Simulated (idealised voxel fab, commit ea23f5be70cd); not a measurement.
Name of the process module below: voxel fin reveal
Square cells of 5 nm make up the cross-section cut, whose width is 230 nm.
For the purposes of this document, a cross-section shall be understood as a grid of square cells, specified as bands listed in top-to-bottom order, each band consisting of one or more rows of cells. Per band: top height and bottom height in nm, followed by the left-to-right materials and their widths in nm; "full width" marks a single material spanning edge to edge, "blank" marks empty space. We count height from 0. Below that, the starting wafer is all one material. The lowest band never ends at the bottom but goes on down; see "0 and below" for how that is written. With a width like "30..40", each row of cells in the band differs from the next by the same amount, the top row carrying the first number and the bottom row the second. For the purposes of this document, the phrase "nothing was modified" attached to a step denotes that no cell within the cross-section was modified by that step. "Tabulated closed voids" enumerates empty spaces isolated from the top, with no open way to it, that contain at least 8 cells, giving each as width x height at distance from the left edge, all three in nm. Read whatever lies past the settings on a step's line as the simulator's own remark about the step. If you see "overlay nm" on a step's line and that step has a mask, it's telling you how far right of where it was planned the mask ended up; a negative number means it went left instead.
Intended process steps
1: RECEIVE | material Si
2: CONFORMAL_DEP | material SiN | thk nm 10
3: MASKED_ETCH | tone cover | mask id FINS | width nm 15 | pitch nm 45 | etch materials SiN | depth nm 10 | overlay nm 0
4: MASKED_ETCH | tone cover | mask id FINS | width nm 15 | pitch nm 45 | etch materials Si | depth nm 35 | overlay nm -15
5: OXIDIZE | depth nm 5
6: FILL_DEP | material SiO2 | thk nm 15
7: CMP | height nm 10
8: SELECTIVE_ETCH | etch materials SiO2 | depth nm 25
9: STRIP | etch materials SiN
10: CONFORMAL_DEP | material SiO2 | thk nm 5
The wafers are alike at the start. At step 4, their overlay nm differs. The plan lists the first wafer's value.
First wafer of several, as received: cross-section after step 1
- 0 and below = Si full width
- Tabulated closed voids: none
Here is the cross-section of the first of several wafers at the end of the module, after its last step, step 10
- 5 down to 0 = blank: 85 / SiO2: 15 / blank: 30 / SiO2: 15 / blank: 85
- 0 down to -10 = blank: 70 / SiO2: 20..5 / Si: 5..20 / SiO2: 5 / blank: 15 / SiO2: 20..5 / Si: 5..20 / SiO2: 5 / blank: 85
- -10 down to -40 = SiO2: 75 / Si: 20 / SiO2: 25 / Si: 20 / SiO2: 90
- -40 and below = Si full width
- Tabulated closed voids: none
Cross-section, module end, final of several wafers
- 5 down to 0 = blank: 85 / SiO2: 15 / blank: 30 / SiO2: 15 / blank: 85
- 0 down to -10 = blank: 85 / SiO2: 5 / Si: 5..20 / SiO2: 20..5 / blank: 15 / SiO2: 5 / Si: 5..20 / SiO2: 20..5 / blank: 70
- -10 down to -40 = SiO2: 90 / Si: 20 / SiO2: 25 / Si: 20 / SiO2: 75
- -40 and below = Si full width
- Tabulated closed voids: none
For your reference, the table is organized with a row per wafer; each row reflects the wafer at the end of the module, indicating for each material the cells gained (+) or lost (-) since receipt, and thereafter its closed voids
overlay nm -15; -310 Si; +248 SiO2; Tabulated closed voids: none
overlay nm -10; -324 Si; +258 SiO2; Tabulated closed voids: none
overlay nm -5; -338 Si; +268 SiO2; Tabulated closed voids: none
overlay nm 0; -352 Si; +278 SiO2; Tabulated closed voids: none
overlay nm 5; -338 Si; +268 SiO2; Tabulated closed voids: none
overlay nm 10; -324 Si; +258 SiO2; Tabulated closed voids: none
overlay nm 15; -310 Si; +248 SiO2; Tabulated closed voids: none
